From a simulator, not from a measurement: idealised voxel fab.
process module | voxel capacitor over wiring
cross-section cut | 260 nm wide | cells 5 nm
A cross-section is a grid of square cells, given in bands from the top down. A band is one or more rows of cells.
Each band's line starts with the height of the band's top and of its bottom, in nm. Then come its materials from left to right, each with its width in nm. One material with "throughout" fills the band from edge to edge. "air" is empty space.
Height 0 is the level under which the wafer as received is all one material. The lowest band goes on downwards, as in "0 down".
A width such as "30 to 40" changes by the same amount from each row of cells to the next, from the band's top row to its bottom row.
"no change" after a step means that no cell of the cross-section changed.
closed voids: empty space of 8 cells or more with no open way to the top, each as width x height at its distance from the left edge, in nm
after a step's settings: what the simulator itself notes on the step
overlay nm, on a step with a mask: how far to the right of its planned place the mask lay; to the left if negative
plan
1 op RECEIVE | material Si
2 op CONFORMAL_DEP | material SiO2 | thk nm 10
3 op CONFORMAL_DEP | material SiN | thk nm 5
4 op DIRECTIONAL_DEP | material lowk | thk nm 15
5 op PATTERN | tone open | mask id METAL_1 | material resist | width nm 30 | pitch nm 90 | thk nm 15 | overlay nm 0
6 op DIRECTIONAL_ETCH | etch materials lowk | depth nm 15
7 op DIRECTIONAL_ETCH | etch materials SiN | depth nm 5
8 op STRIP | etch materials resist
9 op CONFORMAL_DEP | material TiN | thk nm 5
10 op FILL_DEP | material Cu | thk nm 10
11 op CMP | height nm 30
12 op CONFORMAL_DEP | material SiCN | thk nm 5
13 op DIRECTIONAL_DEP | material SiO2 | thk nm 10
14 op MASKED_ETCH | tone open | mask id PLUG_1 | width nm 15 | etch materials SiO2 | depth nm 10 | overlay nm 0
15 op MASKED_ETCH | tone open | mask id PLUG_1 | width nm 15 | etch materials SiCN | depth nm 5 | overlay nm 0
16 op EPI | material Ru | thk nm 10
17 op EPI | material Ru | thk nm 5
18 op DIRECTIONAL_DEP | material TiN | thk nm 10
19 op DIRECTIONAL_DEP | material HfO2 | thk nm 5
20 op DIRECTIONAL_DEP | material TiN | thk nm 5
21 op PATTERN | tone cover | mask id UPPER_PLATE | material resist | width nm 65 | thk nm 15 | overlay nm 0
22 op DIRECTIONAL_ETCH | etch materials TiN | depth nm 5
23 op DIRECTIONAL_ETCH | etch materials HfO2 | depth nm 5
24 op STRIP | etch materials resist
25 op DIRECTIONAL_DEP | material aC | thk nm 15
26 op PATTERN | tone cover | mask id LOWER_PLATE | material resist | width nm 75 | thk nm 35 | overlay nm 0
27 op DIRECTIONAL_ETCH | etch materials aC | depth nm 15
28 op STRIP | etch materials resist
29 op DIRECTIONAL_ETCH | etch materials TiN | depth nm 10
30 op STRIP | etch materials aC
31 op FILL_DEP | material SiO2 | thk nm 15
32 op CMP | height nm 75
33 op PATTERN | tone open | mask id PLUG_2 | material resist | width nm 15 | thk nm 15 | overlay nm 0
34 op DIRECTIONAL_ETCH | etch materials SiO2 | depth nm 10
35 op STRIP | etch materials resist
36 op CONFORMAL_DEP | material TiN | thk nm 5
37 op FILL_DEP | material Cu | thk nm 10
38 op CMP | height nm 75
39 op CONFORMAL_DEP | material SiN | thk nm 5
first wafer, as planned
as received, after step 1
  0 down: Si throughout
  closed voids: none
after step 2
  10 to 0: SiO2 throughout
  below 0: unchanged
after step 3
  15 to 10: SiN throughout
  below 10: unchanged
after step 4
  30 to 15: lowk throughout
  below 15: unchanged
after step 5
  45 to 30: resist 70 | air 30 | resist 60 | air 30 | resist 70
  below 30: unchanged
after step 6
  45 to 30: resist 70 | air 30 | resist 60 | air 30 | resist 70
  30 to 15: lowk 70 | air 30 | lowk 60 | air 30 | lowk 70
  below 15: unchanged
after step 7
  45 to 30: resist 70 | air 30 | resist 60 | air 30 | resist 70
  30 to 15: lowk 70 | air 30 | lowk 60 | air 30 | lowk 70
  15 to 10: SiN 70 | air 30 | SiN 60 | air 30 | SiN 70
  below 10: unchanged
after step 8
  30 to 15: lowk 70 | air 30 | lowk 60 | air 30 | lowk 70
  below 15: unchanged
after step 9
  35 to 30: TiN 75 | air 20 | TiN 70 | air 20 | TiN 75
  30 to 15: lowk 70 | TiN 5 | air 20 | TiN 5 | lowk 60 | TiN 5 | air 20 | TiN 5 | lowk 70
  15 to 10: SiN 70 | TiN 30 | SiN 60 | TiN 30 | SiN 70
  below 10: unchanged
after step 10
  45 to 35: Cu throughout
  35 to 30: TiN 75 | Cu 20 | TiN 70 | Cu 20 | TiN 75
  30 to 15: lowk 70 | TiN 5 | Cu 20 | TiN 5 | lowk 60 | TiN 5 | Cu 20 | TiN 5 | lowk 70
  below 15: unchanged
after step 11
  30 to 15: lowk 70 | TiN 5 | Cu 20 | TiN 5 | lowk 60 | TiN 5 | Cu 20 | TiN 5 | lowk 70
  below 15: unchanged
after step 12
  35 to 30: SiCN throughout
  below 30: unchanged
after step 13
  45 to 35: SiO2 throughout
  below 35: unchanged
after step 14
  45 to 35: SiO2 85 | air 15 | SiO2 160
  below 35: unchanged
after step 15
  45 to 35: SiO2 85 | air 15 | SiO2 160
  35 to 30: SiCN 85 | air 15 | SiCN 160
  below 30: unchanged
after step 16
  45 to 40: SiO2 85 | air 15 | SiO2 160
  40 to 35: SiO2 85 | Ru 15 | SiO2 160
  35 to 30: SiCN 85 | Ru 15 | SiCN 160
  below 30: unchanged
after step 17
  45 to 35: SiO2 85 | Ru 15 | SiO2 160
  below 35: unchanged
after step 18
  55 to 45: TiN throughout
  below 45: unchanged
after step 19
  60 to 55: HfO2 throughout
  below 55: unchanged
after step 20
  65 to 60: TiN throughout
  below 60: unchanged
after step 21
  80 to 65: air 85 | resist 65 | air 110
  below 65: unchanged
after step 22
  80 to 65: air 85 | resist 65 | air 110
  65 to 60: air 85 | TiN 65 | air 110
  below 60: unchanged
after step 23
  80 to 65: air 85 | resist 65 | air 110
  65 to 60: air 85 | TiN 65 | air 110
  60 to 55: air 85 | HfO2 65 | air 110
  below 55: unchanged
after step 24
  65 to 60: air 85 | TiN 65 | air 110
  below 60: unchanged
after step 25
  80 to 70: air 85 | aC 65 | air 110
  70 to 65: aC throughout
  65 to 60: aC 85 | TiN 65 | aC 110
  60 to 55: aC 85 | HfO2 65 | aC 110
  below 55: unchanged
after step 26
  115 to 80: air 80 | resist 75 | air 105
  80 to 70: air 80 | resist 5 | aC 65 | resist 5 | air 105
  below 70: unchanged
after step 27
  100 to 80: air 80 | resist 75 | air 105
  80 to 70: air 80 | resist 5 | aC 65 | resist 5 | air 105
  70 to 65: air 80 | aC 75 | air 105
  65 to 60: air 80 | aC 5 | TiN 65 | aC 5 | air 105
  60 to 55: air 80 | aC 5 | HfO2 65 | aC 5 | air 105
  below 55: unchanged
after step 28
  80 to 70: air 85 | aC 65 | air 110
  below 70: unchanged
after step 29
  80 to 70: air 85 | aC 65 | air 110
  70 to 65: air 80 | aC 75 | air 105
  65 to 60: air 80 | aC 5 | TiN 65 | aC 5 | air 105
  60 to 55: air 80 | aC 5 | HfO2 65 | aC 5 | air 105
  55 to 45: air 80 | TiN 75 | air 105
  below 45: unchanged
after step 30
  65 to 60: air 85 | TiN 65 | air 110
  60 to 55: air 85 | HfO2 65 | air 110
  below 55: unchanged
after step 31
  80 to 65: SiO2 throughout
  65 to 60: SiO2 85 | TiN 65 | SiO2 110
  60 to 55: SiO2 85 | HfO2 65 | SiO2 110
  55 to 45: SiO2 80 | TiN 75 | SiO2 105
  below 45: unchanged
after step 32
  75 to 65: SiO2 throughout
  below 65: unchanged
after step 33
  90 to 75: resist 95 | air 15 | resist 150
  below 75: unchanged
after step 34
  90 to 75: resist 95 | air 15 | resist 150
  75 to 65: SiO2 95 | air 15 | SiO2 150
  below 65: unchanged
after step 35
  75 to 65: SiO2 95 | air 15 | SiO2 150
  below 65: unchanged
after step 36
  80 to 75: TiN 100 | air 5 | TiN 155
  75 to 70: SiO2 95 | TiN 5 | air 5 | TiN 5 | SiO2 150
  70 to 60: SiO2 95 to 85 | TiN 15 to 65 | SiO2 150 to 110
  below 60: unchanged
after step 37
  90 to 80: Cu throughout
  80 to 75: TiN 100 | Cu 5 | TiN 155
  75 to 70: SiO2 95 | TiN 5 | Cu 5 | TiN 5 | SiO2 150
  below 70: unchanged
after step 38
  75 to 70: SiO2 95 | TiN 5 | Cu 5 | TiN 5 | SiO2 150
  below 70: unchanged
after step 39
  80 to 75: SiN throughout
  below 75: unchanged
second wafer: like start, like plan, one mistake. Through step 2 it matches the first wafer
when step 3 should have ended
  25 to 10: SiN throughout
  below 10: unchanged
when step 4 should have ended
  40 to 25: lowk throughout
  below 25: unchanged
when step 5 should have ended
  55 to 40: resist 70 | air 30 | resist 60 | air 30 | resist 70
  below 40: unchanged
when step 6 should have ended
  55 to 40: resist 70 | air 30 | resist 60 | air 30 | resist 70
  40 to 25: lowk 70 | air 30 | lowk 60 | air 30 | lowk 70
  below 25: unchanged
when step 7 should have ended
  55 to 40: resist 70 | air 30 | resist 60 | air 30 | resist 70
  40 to 25: lowk 70 | air 30 | lowk 60 | air 30 | lowk 70
  25 to 20: SiN 70 | air 30 | SiN 60 | air 30 | SiN 70
  below 20: unchanged
when step 8 should have ended
  40 to 25: lowk 70 | air 30 | lowk 60 | air 30 | lowk 70
  below 25: unchanged
when step 9 should have ended
  45 to 40: TiN 75 | air 20 | TiN 70 | air 20 | TiN 75
  40 to 25: lowk 70 | TiN 5 | air 20 | TiN 5 | lowk 60 | TiN 5 | air 20 | TiN 5 | lowk 70
  25 to 20: SiN 70 | TiN 30 | SiN 60 | TiN 30 | SiN 70
  below 20: unchanged
when step 10 should have ended
  55 to 45: Cu throughout
  45 to 40: TiN 75 | Cu 20 | TiN 70 | Cu 20 | TiN 75
  40 to 25: lowk 70 | TiN 5 | Cu 20 | TiN 5 | lowk 60 | TiN 5 | Cu 20 | TiN 5 | lowk 70
  below 25: unchanged
when step 11 should have ended
  30 to 25: lowk 70 | TiN 5 | Cu 20 | TiN 5 | lowk 60 | TiN 5 | Cu 20 | TiN 5 | lowk 70
  below 25: unchanged
when step 12 should have ended
  35 to 30: SiCN throughout
  below 30: unchanged
when step 13 should have ended
  45 to 35: SiO2 throughout
  below 35: unchanged
when step 14 should have ended
  45 to 35: SiO2 85 | air 15 | SiO2 160
  below 35: unchanged
when step 15 should have ended
  45 to 35: SiO2 85 | air 15 | SiO2 160
  35 to 30: SiCN 85 | air 15 | SiCN 160
  below 30: unchanged
when step 16 should have ended
  45 to 40: SiO2 85 | air 15 | SiO2 160
  40 to 35: SiO2 85 | Ru 15 | SiO2 160
  35 to 30: SiCN 85 | Ru 15 | SiCN 160
  below 30: unchanged
when step 17 should have ended
  45 to 35: SiO2 85 | Ru 15 | SiO2 160
  below 35: unchanged
when step 18 should have ended
  55 to 45: TiN throughout
  below 45: unchanged
when step 19 should have ended
  60 to 55: HfO2 throughout
  below 55: unchanged
when step 20 should have ended
  65 to 60: TiN throughout
  below 60: unchanged
when step 21 should have ended
  80 to 65: air 85 | resist 65 | air 110
  below 65: unchanged
when step 22 should have ended
  80 to 65: air 85 | resist 65 | air 110
  65 to 60: air 85 | TiN 65 | air 110
  below 60: unchanged
when step 23 should have ended
  80 to 65: air 85 | resist 65 | air 110
  65 to 60: air 85 | TiN 65 | air 110
  60 to 55: air 85 | HfO2 65 | air 110
  below 55: unchanged
when step 24 should have ended
  65 to 60: air 85 | TiN 65 | air 110
  below 60: unchanged
when step 25 should have ended
  80 to 70: air 85 | aC 65 | air 110
  70 to 65: aC throughout
  65 to 60: aC 85 | TiN 65 | aC 110
  60 to 55: aC 85 | HfO2 65 | aC 110
  below 55: unchanged
when step 26 should have ended
  115 to 80: air 80 | resist 75 | air 105
  80 to 70: air 80 | resist 5 | aC 65 | resist 5 | air 105
  below 70: unchanged
when step 27 should have ended
  100 to 80: air 80 | resist 75 | air 105
  80 to 70: air 80 | resist 5 | aC 65 | resist 5 | air 105
  70 to 65: air 80 | aC 75 | air 105
  65 to 60: air 80 | aC 5 | TiN 65 | aC 5 | air 105
  60 to 55: air 80 | aC 5 | HfO2 65 | aC 5 | air 105
  below 55: unchanged
when step 28 should have ended
  80 to 70: air 85 | aC 65 | air 110
  below 70: unchanged
when step 29 should have ended
  80 to 70: air 85 | aC 65 | air 110
  70 to 65: air 80 | aC 75 | air 105
  65 to 60: air 80 | aC 5 | TiN 65 | aC 5 | air 105
  60 to 55: air 80 | aC 5 | HfO2 65 | aC 5 | air 105
  55 to 45: air 80 | TiN 75 | air 105
  below 45: unchanged
when step 30 should have ended
  65 to 60: air 85 | TiN 65 | air 110
  60 to 55: air 85 | HfO2 65 | air 110
  below 55: unchanged
when step 31 should have ended
  80 to 65: SiO2 throughout
  65 to 60: SiO2 85 | TiN 65 | SiO2 110
  60 to 55: SiO2 85 | HfO2 65 | SiO2 110
  55 to 45: SiO2 80 | TiN 75 | SiO2 105
  below 45: unchanged
when step 32 should have ended
  75 to 65: SiO2 throughout
  below 65: unchanged
when step 33 should have ended
  90 to 75: resist 95 | air 15 | resist 150
  below 75: unchanged
when step 34 should have ended
  90 to 75: resist 95 | air 15 | resist 150
  75 to 65: SiO2 95 | air 15 | SiO2 150
  below 65: unchanged
when step 35 should have ended
  75 to 65: SiO2 95 | air 15 | SiO2 150
  below 65: unchanged
when step 36 should have ended
  80 to 75: TiN 100 | air 5 | TiN 155
  75 to 70: SiO2 95 | TiN 5 | air 5 | TiN 5 | SiO2 150
  70 to 60: SiO2 95 to 85 | TiN 15 to 65 | SiO2 150 to 110
  below 60: unchanged
when step 37 should have ended
  90 to 80: Cu throughout
  80 to 75: TiN 100 | Cu 5 | TiN 155
  75 to 70: SiO2 95 | TiN 5 | Cu 5 | TiN 5 | SiO2 150
  below 70: unchanged
when step 38 should have ended
  75 to 70: SiO2 95 | TiN 5 | Cu 5 | TiN 5 | SiO2 150
  below 70: unchanged
when step 39 should have ended
  80 to 75: SiN throughout
  below 75: unchanged
what went wrong: step 3 ran as: op CONFORMAL_DEP | material SiN | thk nm 15
at the end the second wafer has, in cells: 16 fewer of Cu | 104 more of SiN | 8 fewer of TiN | 80 fewer of lowk
